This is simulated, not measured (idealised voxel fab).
process module | voxel gate over fins
cross-section cut | 265 nm wide | cells 5 nm
A cross-section is a grid of square cells, given in bands from the top down. A band is one or more rows of cells.
Each band's line starts with the height of the band's top and of its bottom, in nm. Then come its materials from left to right, each with its width in nm. One material with "throughout" fills the band from edge to edge. "air" is empty space.
Height 0 is the level under which the wafer as received is all one material. The lowest band goes on downwards, as in "0 down".
A width such as "30 to 40" changes by the same amount from each row of cells to the next, from the band's top row to its bottom row.
"no change" after a step means that no cell of the cross-section changed.
closed voids: empty space of 8 cells or more with no open way to the top, each as width x height at its distance from the left edge, in nm
after a step's settings: what the simulator itself notes on the step
overlay nm, on a step with a mask: how far to the right of its planned place the mask lay; to the left if negative
plan
1 op RECEIVE | material Si
2 op CONFORMAL_DEP | material SiN | thk nm 10
3 op DIRECTIONAL_DEP | material aC | thk nm 10
4 op PATTERN | tone cover | mask id FINS | material resist | width nm 15 | pitch nm 50 | thk nm 30 | overlay nm 0
5 op DIRECTIONAL_ETCH | etch materials aC | depth nm 10
6 op STRIP | etch materials resist
7 op DIRECTIONAL_ETCH | etch materials SiN | depth nm 10
8 op DIRECTIONAL_ETCH | etch materials Si | depth nm 30
9 op STRIP | etch materials aC
10 op FILL_DEP | material SiO2 | thk nm 10
11 op CMP | height nm 10
12 op PATTERN | tone open | mask id RAIL | material resist | width nm 15 | thk nm 20 | overlay nm 0
13 op DIRECTIONAL_ETCH | etch materials SiO2 | depth nm 35
14 op STRIP | etch materials resist
15 op CONFORMAL_DEP | material TiN | thk nm 5
16 op FILL_DEP | material W | thk nm 10
17 op CMP | height nm 10
18 op SELECTIVE_ETCH | etch materials W Ru TiN | depth nm 25
19 op FILL_DEP | material SiO2 | thk nm 5
20 op CMP | height nm 10
21 op SELECTIVE_ETCH | etch materials SiO2 | depth nm 20
22 op STRIP | etch materials SiN
23 op CONFORMAL_DEP | material HfO2 | thk nm 5
24 op CONFORMAL_DEP | material TiN | thk nm 5
25 op FILL_DEP | material W | thk nm 15
26 op CMP | height nm 20
27 op CONFORMAL_DEP | material SiCN | thk nm 5
as received, after step 1
  0 down: Si throughout
  closed voids: none
first wafer at the end, as planned
  25 to 20: SiCN throughout
  20 to 10: W throughout
  10 to 5: W 90 | TiN 35 | W 15 | TiN 35 | W 90
  5 to 0: W 90 | TiN 5 | HfO2 25 | TiN 5 | W 15 | TiN 5 | HfO2 25 | TiN 5 | W 90
  0 to -5: TiN 95 | HfO2 5 | Si 15 | HfO2 5 | TiN 25 | HfO2 5 | Si 15 | HfO2 5 | TiN 95
  -5 to -10: HfO2 100 | Si 15 | HfO2 35 | Si 15 | HfO2 100
  -10 to -15: SiO2 100 | Si 15 | SiO2 35 | Si 15 | SiO2 100
  -15 to -20: SiO2 100 | Si 15 | SiO2 10 | TiN 5 | W 5 | TiN 5 | SiO2 10 | Si 15 | SiO2 100
  -20 to -25: SiO2 100 | Si 15 | SiO2 10 | TiN 15 | SiO2 10 | Si 15 | SiO2 100
  -25 to -30: SiO2 100 | Si 15 | SiO2 35 | Si 15 | SiO2 100
  -30 down: Si throughout
  closed voids: none
second wafer at the end: like start, like plan, one mistake
  25 to 20: SiCN throughout
  20 to 10: W throughout
  10 to 5: W 90 | TiN 35 | W 15 | TiN 35 | W 90
  5 to 0: W 90 | TiN 5 | HfO2 25 | TiN 5 | W 15 | TiN 5 | HfO2 25 | TiN 5 | W 90
  0 to -5: TiN 95 | HfO2 5 | Si 15 | HfO2 5 | TiN 25 | HfO2 5 | Si 15 | HfO2 5 | TiN 95
  -5 to -10: HfO2 100 | Si 15 | HfO2 35 | Si 15 | HfO2 100
  -10 to -15: SiO2 100 | Si 15 | SiO2 35 | Si 15 | SiO2 100
  -15 to -20: SiO2 100 | Si 15 | SiO2 10 | TiN 5 | W 5 | TiN 5 | SiO2 10 | Si 15 | SiO2 100
  -20 to -25: SiO2 100 | Si 15 | SiO2 10 | TiN 15 | SiO2 10 | Si 15 | SiO2 100
  -25 to -60: SiO2 100 | Si 15 | SiO2 35 | Si 15 | SiO2 100
  -60 down: Si throughout
  closed voids: none
what went wrong: step 8 was run twice
at the end the second wafer has, in cells: 282 fewer of Si | 282 more of SiO2
